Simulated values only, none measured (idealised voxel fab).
process module | voxel lift off
cross-section cut | 250 nm wide | cells 5 nm
A cross-section is a grid of square cells, given in bands from the top down. A band is one or more rows of cells.
Each band's line starts with the height of the band's top and of its bottom, in nm. Then come its materials from left to right, each with its width in nm. One material with "throughout" fills the band from edge to edge. "air" is empty space.
Height 0 is the level under which the wafer as received is all one material. The lowest band goes on downwards, as in "0 down".
A width such as "30 to 40" changes by the same amount from each row of cells to the next, from the band's top row to its bottom row.
"no change" after a step means that no cell of the cross-section changed.
closed voids: empty space of 8 cells or more with no open way to the top, each as width x height at its distance from the left edge, in nm
after a step's settings: what the simulator itself notes on the step
overlay nm, on a step with a mask: how far to the right of its planned place the mask lay; to the left if negative
plan
1 op RECEIVE | material Si
2 op CONFORMAL_DEP | material SiO2 | thk nm 15
3 op PATTERN | tone open | mask id LINES | material resist | width nm 15 | pitch nm 30 | thk nm 25 | overlay nm 0
4 op DIRECTIONAL_DEP | material Ru | thk nm 15
5 op STRIP | etch materials resist
6 op CONFORMAL_DEP | material SiCN | thk nm 5
first wafer, as planned
as received, after step 1
  0 down: Si throughout
  closed voids: none
after step 2
  15 to 0: SiO2 throughout
  below 0: unchanged
after step 3
  40 to 15: resist 85 | air 15 | resist 15 | air 15 | resist 15 | air 15 | resist 90
  below 15: unchanged
after step 4
  55 to 40: Ru 85 | air 15 | Ru 15 | air 15 | Ru 15 | air 15 | Ru 90
  40 to 30: resist 85 | air 15 | resist 15 | air 15 | resist 15 | air 15 | resist 90
  30 to 15: resist 85 | Ru 15 | resist 15 | Ru 15 | resist 15 | Ru 15 | resist 90
  below 15: unchanged
after step 5
  30 to 15: air 85 | Ru 15 | air 15 | Ru 15 | air 15 | Ru 15 | air 90
  below 15: unchanged
after step 6
  35 to 30: air 80 | SiCN 25 | air 5 | SiCN 25 | air 5 | SiCN 25 | air 85
  30 to 20: air 80 | SiCN 5 | Ru 15 | SiCN 5 | air 5 | SiCN 5 | Ru 15 | SiCN 5 | air 5 | SiCN 5 | Ru 15 | SiCN 5 | air 85
  20 to 15: SiCN 85 | Ru 15 | SiCN 15 | Ru 15 | SiCN 15 | Ru 15 | SiCN 90
  below 15: unchanged
second wafer: like start, like plan, one mistake. Through step 1 it matches the first wafer
when step 2 should have ended
  10 to 0: SiO2 throughout
  below 0: unchanged
when step 3 should have ended
  35 to 10: resist 85 | air 15 | resist 15 | air 15 | resist 15 | air 15 | resist 90
  below 10: unchanged
when step 4 should have ended
  50 to 35: Ru 85 | air 15 | Ru 15 | air 15 | Ru 15 | air 15 | Ru 90
  35 to 25: resist 85 | air 15 | resist 15 | air 15 | resist 15 | air 15 | resist 90
  25 to 10: resist 85 | Ru 15 | resist 15 | Ru 15 | resist 15 | Ru 15 | resist 90
  below 10: unchanged
when step 5 should have ended
  25 to 10: air 85 | Ru 15 | air 15 | Ru 15 | air 15 | Ru 15 | air 90
  below 10: unchanged
when step 6 should have ended
  30 to 25: air 80 | SiCN 25 | air 5 | SiCN 25 | air 5 | SiCN 25 | air 85
  25 to 15: air 80 | SiCN 5 | Ru 15 | SiCN 5 | air 5 | SiCN 5 | Ru 15 | SiCN 5 | air 5 | SiCN 5 | Ru 15 | SiCN 5 | air 85
  15 to 10: SiCN 85 | Ru 15 | SiCN 15 | Ru 15 | SiCN 15 | Ru 15 | SiCN 90
  below 10: unchanged
what went wrong: step 2 ran as: op CONFORMAL_DEP | material SiO2 | thk nm 10
at the end the second wafer has, in cells: 50 fewer of SiO2
